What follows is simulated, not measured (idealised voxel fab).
The name of this process module is voxel capacitor over wiring.
We display cut, a cross-section 250 nm in width whose square cells are each 5 nm.
The cross-sections in this document take the form of a grid made of square cells. They are written out as bands, in order from top to bottom. Each band consists of one or more rows of cells.
Top height, bottom height, nm. Materials left to right, width each, nm. Single material + "all across" = fills band edge to edge. "air" = empty.
Below 0: as-received wafer, all one material; heights counted from there. Lowest band: no bottom, goes on down, written "0 nm and below".
Quick explanation for "30->40": the width changes in equal steps down the rows of cells, from the first number in the band's top row to the second number in its bottom row.
"left unchanged" (step): cross-section cells unchanged, all of them.
You'll see "Entrapped void list" listing empty spaces that have no way open to the top, as long as they're 8 cells or more; the notation is width x height at distance, where the distance is from the left edge, and all of it is in nm.
The remark found on a step's line after its settings is issued by the simulator itself and pertains to that step.
The setting "overlay nm" may be written on the line of a step. When the step uses a mask, the value reports how far to the right of the planned place the mask lay, and a negative value reports that it lay to the left.
This section lists the process steps that were planned:
step 1: RECEIVE (material Si)
step 2: CONFORMAL_DEP (material SiO2; thk nm 10)
step 3: DIRECTIONAL_DEP (material TiN; thk nm 5)
step 4: DIRECTIONAL_DEP (material W; thk nm 15)
step 5: DIRECTIONAL_DEP (material aC; thk nm 15)
step 6: PATTERN (tone cover; mask id METAL_1; material resist; width nm 20; pitch nm 70; thk nm 30; overlay nm 0)
step 7: DIRECTIONAL_ETCH (etch materials aC; depth nm 15)
step 8: STRIP (etch materials resist)
step 9: DIRECTIONAL_ETCH (etch materials W; depth nm 15)
step 10: DIRECTIONAL_ETCH (etch materials TiN; depth nm 5)
step 11: STRIP (etch materials aC)
step 12: FILL_DEP (material lowk; thk nm 5)
step 13: CMP (height nm 30)
step 14: CONFORMAL_DEP (material SiCN; thk nm 5)
step 15: DIRECTIONAL_DEP (material lowk; thk nm 10)
step 16: DIRECTIONAL_DEP (material aC; thk nm 15)
step 17: PATTERN (tone open; mask id PLUG_1; material resist; width nm 15; thk nm 35; overlay nm 0)
step 18: DIRECTIONAL_ETCH (etch materials aC; depth nm 15)
step 19: STRIP (etch materials resist)
step 20: DIRECTIONAL_ETCH (etch materials lowk; depth nm 10)
step 21: DIRECTIONAL_ETCH (etch materials SiCN; depth nm 5)
step 22: STRIP (etch materials aC)
step 23: CONFORMAL_DEP (material TiN; thk nm 5)
step 24: FILL_DEP (material Ru; thk nm 10)
step 25: CMP (height nm 45)
step 26: DIRECTIONAL_DEP (material TiN; thk nm 10)
step 27: DIRECTIONAL_DEP (material Al2O3; thk nm 5)
step 28: DIRECTIONAL_DEP (material TiN; thk nm 5)
step 29: PATTERN (tone cover; mask id UPPER_PLATE; material resist; width nm 55; thk nm 20; overlay nm 0)
step 30: DIRECTIONAL_ETCH (etch materials TiN; depth nm 5)
step 31: DIRECTIONAL_ETCH (etch materials Al2O3; depth nm 5)
step 32: STRIP (etch materials resist)
step 33: PATTERN (tone cover; mask id LOWER_PLATE; material resist; width nm 65; thk nm 20; overlay nm 0)
step 34: DIRECTIONAL_ETCH (etch materials TiN; depth nm 10)
step 35: STRIP (etch materials resist)
step 36: FILL_DEP (material SiO2; thk nm 20)
step 37: CMP (height nm 80)
step 38: MASKED_ETCH (tone open; mask id PLUG_2; width nm 15; etch materials SiO2; depth nm 15; overlay nm 0)
step 39: CONFORMAL_DEP (material TiN; thk nm 5)
step 40: FILL_DEP (material W; thk nm 5)
step 41: CMP (height nm 80)
step 42: CONFORMAL_DEP (material SiCN; thk nm 5)
Wafer, first of two, run as planned:
Wafer cross-section on receipt, i.e. after step 1:
- 0 nm and below: Si all across
- Entrapped void list: none
Step 2 complete: cross-section through the wafer:
- 10 nm to 0 nm: SiO2 all across
- Below 0, no change.
Step 3 complete: cross-section through the wafer:
- 15 nm to 10 nm: TiN all across
- Below 10, no change.
Step 4 complete: cross-section through the wafer:
- 30 nm to 15 nm: W all across
- Below 15, no change.
Step 5 complete: cross-section through the wafer:
- 45 nm to 30 nm: aC all across
- Below 30, no change.
Step 6 complete: cross-section through the wafer:
- 75 nm to 45 nm: air (80) / resist (20) / air (50) / resist (20) / air (80)
- Below 45, no change.
Step 7 complete: cross-section through the wafer:
- 60 nm to 45 nm: air (80) / resist (20) / air (50) / resist (20) / air (80)
- 45 nm to 30 nm: air (80) / aC (20) / air (50) / aC (20) / air (80)
- Below 30, no change.
Step 8 complete: cross-section through the wafer:
- 45 nm to 30 nm: air (80) / aC (20) / air (50) / aC (20) / air (80)
- Below 30, no change.
Step 9 complete: cross-section through the wafer:
- 45 nm to 30 nm: air (80) / aC (20) / air (50) / aC (20) / air (80)
- 30 nm to 15 nm: air (80) / W (20) / air (50) / W (20) / air (80)
- Below 15, no change.
Step 10 complete: cross-section through the wafer:
- 45 nm to 30 nm: air (80) / aC (20) / air (50) / aC (20) / air (80)
- 30 nm to 15 nm: air (80) / W (20) / air (50) / W (20) / air (80)
- 15 nm to 10 nm: air (80) / TiN (20) / air (50) / TiN (20) / air (80)
- Below 10, no change.
Step 11 complete: cross-section through the wafer:
- 30 nm to 15 nm: air (80) / W (20) / air (50) / W (20) / air (80)
- Below 15, no change.
Step 12 complete: cross-section through the wafer:
- 35 nm to 30 nm: lowk all across
- 30 nm to 15 nm: lowk (80) / W (20) / lowk (50) / W (20) / lowk (80)
- 15 nm to 10 nm: lowk (80) / TiN (20) / lowk (50) / TiN (20) / lowk (80)
- Below 10, no change.
Step 13 complete: cross-section through the wafer:
- 30 nm to 15 nm: lowk (80) / W (20) / lowk (50) / W (20) / lowk (80)
- Below 15, no change.
Step 14 complete: cross-section through the wafer:
- 35 nm to 30 nm: SiCN all across
- Below 30, no change.
Step 15 complete: cross-section through the wafer:
- 45 nm to 35 nm: lowk all across
- Below 35, no change.
Step 16 complete: cross-section through the wafer:
- 60 nm to 45 nm: aC all across
- Below 45, no change.
Step 17 complete: cross-section through the wafer:
- 95 nm to 60 nm: resist (85) / air (15) / resist (150)
- Below 60, no change.
Step 18 complete: cross-section through the wafer:
- 80 nm to 60 nm: resist (85) / air (15) / resist (150)
- 60 nm to 45 nm: aC (85) / air (15) / aC (150)
- Below 45, no change.
Step 19 complete: cross-section through the wafer:
- 60 nm to 45 nm: aC (85) / air (15) / aC (150)
- Below 45, no change.
Step 20 complete: cross-section through the wafer:
- 60 nm to 45 nm: aC (85) / air (15) / aC (150)
- 45 nm to 35 nm: lowk (85) / air (15) / lowk (150)
- Below 35, no change.
Step 21 complete: cross-section through the wafer:
- 60 nm to 45 nm: aC (85) / air (15) / aC (150)
- 45 nm to 35 nm: lowk (85) / air (15) / lowk (150)
- 35 nm to 30 nm: SiCN (85) / air (15) / SiCN (150)
- Below 30, no change.
Step 22 complete: cross-section through the wafer:
- 45 nm to 35 nm: lowk (85) / air (15) / lowk (150)
- Below 35, no change.
Step 23 complete: cross-section through the wafer:
- 50 nm to 45 nm: TiN (90) / air (5) / TiN (155)
- 45 nm to 35 nm: lowk (85) / TiN (5) / air (5) / TiN (5) / lowk (150)
- 35 nm to 30 nm: SiCN (85) / TiN (15) / SiCN (150)
- Below 30, no change.
Step 24 complete: cross-section through the wafer:
- 60 nm to 50 nm: Ru all across
- 50 nm to 45 nm: TiN (90) / Ru (5) / TiN (155)
- 45 nm to 35 nm: lowk (85) / TiN (5) / Ru (5) / TiN (5) / lowk (150)
- Below 35, no change.
Step 25 complete: cross-section through the wafer:
- 45 nm to 35 nm: lowk (85) / TiN (5) / Ru (5) / TiN (5) / lowk (150)
- Below 35, no change.
Step 26 complete: cross-section through the wafer:
- 55 nm to 45 nm: TiN all across
- Below 45, no change.
Step 27 complete: cross-section through the wafer:
- 60 nm to 55 nm: Al2O3 all across
- Below 55, no change.
Step 28 complete: cross-section through the wafer:
- 65 nm to 60 nm: TiN all across
- Below 60, no change.
Step 29 complete: cross-section through the wafer:
- 85 nm to 65 nm: air (85) / resist (55) / air (110)
- Below 65, no change.
Step 30 complete: cross-section through the wafer:
- 85 nm to 65 nm: air (85) / resist (55) / air (110)
- 65 nm to 60 nm: air (85) / TiN (55) / air (110)
- Below 60, no change.
Step 31 complete: cross-section through the wafer:
- 85 nm to 65 nm: air (85) / resist (55) / air (110)
- 65 nm to 60 nm: air (85) / TiN (55) / air (110)
- 60 nm to 55 nm: air (85) / Al2O3 (55) / air (110)
- Below 55, no change.
Step 32 complete: cross-section through the wafer:
- 65 nm to 60 nm: air (85) / TiN (55) / air (110)
- Below 60, no change.
Step 33 complete: cross-section through the wafer:
- 85 nm to 65 nm: air (80) / resist (65) / air (105)
- 65 nm to 60 nm: air (80) / resist (5) / TiN (55) / resist (5) / air (105)
- 60 nm to 55 nm: air (80) / resist (5) / Al2O3 (55) / resist (5) / air (105)
- Below 55, no change.
Step 34 complete: cross-section through the wafer:
- 85 nm to 65 nm: air (80) / resist (65) / air (105)
- 65 nm to 60 nm: air (80) / resist (5) / TiN (55) / resist (5) / air (105)
- 60 nm to 55 nm: air (80) / resist (5) / Al2O3 (55) / resist (5) / air (105)
- 55 nm to 45 nm: air (80) / TiN (65) / air (105)
- Below 45, no change.
Step 35 complete: cross-section through the wafer:
- 65 nm to 60 nm: air (85) / TiN (55) / air (110)
- 60 nm to 55 nm: air (85) / Al2O3 (55) / air (110)
- Below 55, no change.
Step 36 complete: cross-section through the wafer:
- 85 nm to 65 nm: SiO2 all across
- 65 nm to 60 nm: SiO2 (85) / TiN (55) / SiO2 (110)
- 60 nm to 55 nm: SiO2 (85) / Al2O3 (55) / SiO2 (110)
- 55 nm to 45 nm: SiO2 (80) / TiN (65) / SiO2 (105)
- Below 45, no change.
Step 37 complete: cross-section through the wafer:
- 80 nm to 65 nm: SiO2 all across
- Below 65, no change.
Step 38 complete: cross-section through the wafer:
- 80 nm to 65 nm: SiO2 (95) / air (15) / SiO2 (140)
- Below 65, no change.
Step 39 complete: cross-section through the wafer:
- 85 nm to 80 nm: TiN (100) / air (5) / TiN (145)
- 80 nm to 70 nm: SiO2 (95) / TiN (5) / air (5) / TiN (5) / SiO2 (140)
- 70 nm to 60 nm: SiO2 (95->85) / TiN (15->55) / SiO2 (140->110)
- Below 60, no change.
Step 40 complete: cross-section through the wafer:
- 90 nm to 85 nm: W all across
- 85 nm to 80 nm: TiN (100) / W (5) / TiN (145)
- 80 nm to 70 nm: SiO2 (95) / TiN (5) / W (5) / TiN (5) / SiO2 (140)
- Below 70, no change.
Step 41 complete: cross-section through the wafer:
- 80 nm to 70 nm: SiO2 (95) / TiN (5) / W (5) / TiN (5) / SiO2 (140)
- Below 70, no change.
Step 42 complete: cross-section through the wafer:
- 85 nm to 80 nm: SiCN all across
- Below 80, no change.
The Second Wafer: Common Origin and Plan, One Mistake in Execution, Identical to the First Through Step 36:
Cross-section: second wafer, time at which step 37 was scheduled to end:
- 75 nm to 65 nm: SiO2 all across
- Below 65, no change.
Cross-section: second wafer, time at which step 38 was scheduled to end:
- 75 nm to 65 nm: SiO2 (95) / air (15) / SiO2 (140)
- Below 65, no change.
Cross-section: second wafer, time at which step 39 was scheduled to end:
- 80 nm to 75 nm: TiN (100) / air (5) / TiN (145)
- 75 nm to 70 nm: SiO2 (95) / TiN (5) / air (5) / TiN (5) / SiO2 (140)
- 70 nm to 60 nm: SiO2 (95->85) / TiN (15->55) / SiO2 (140->110)
- Below 60, no change.
Cross-section: second wafer, time at which step 40 was scheduled to end:
- 85 nm to 80 nm: W all across
- 80 nm to 75 nm: TiN (100) / W (5) / TiN (145)
- 75 nm to 70 nm: SiO2 (95) / TiN (5) / W (5) / TiN (5) / SiO2 (140)
- Below 70, no change.
Cross-section: second wafer, time at which step 41 was scheduled to end:
- 80 nm to 75 nm: TiN (100) / W (5) / TiN (145)
- Below 75, no change.
Cross-section: second wafer, time at which step 42 was scheduled to end:
- 85 nm to 80 nm: SiCN all across
- Below 80, no change.
Short version of what went wrong: it should be noted that step 37 was executed with settings other than those planned, the operation and settings actually applied being CMP (height nm 75)
Looking at both finished wafers in cells, the second ends up ahead of or behind the first on some materials: SiO2 -47; TiN +47
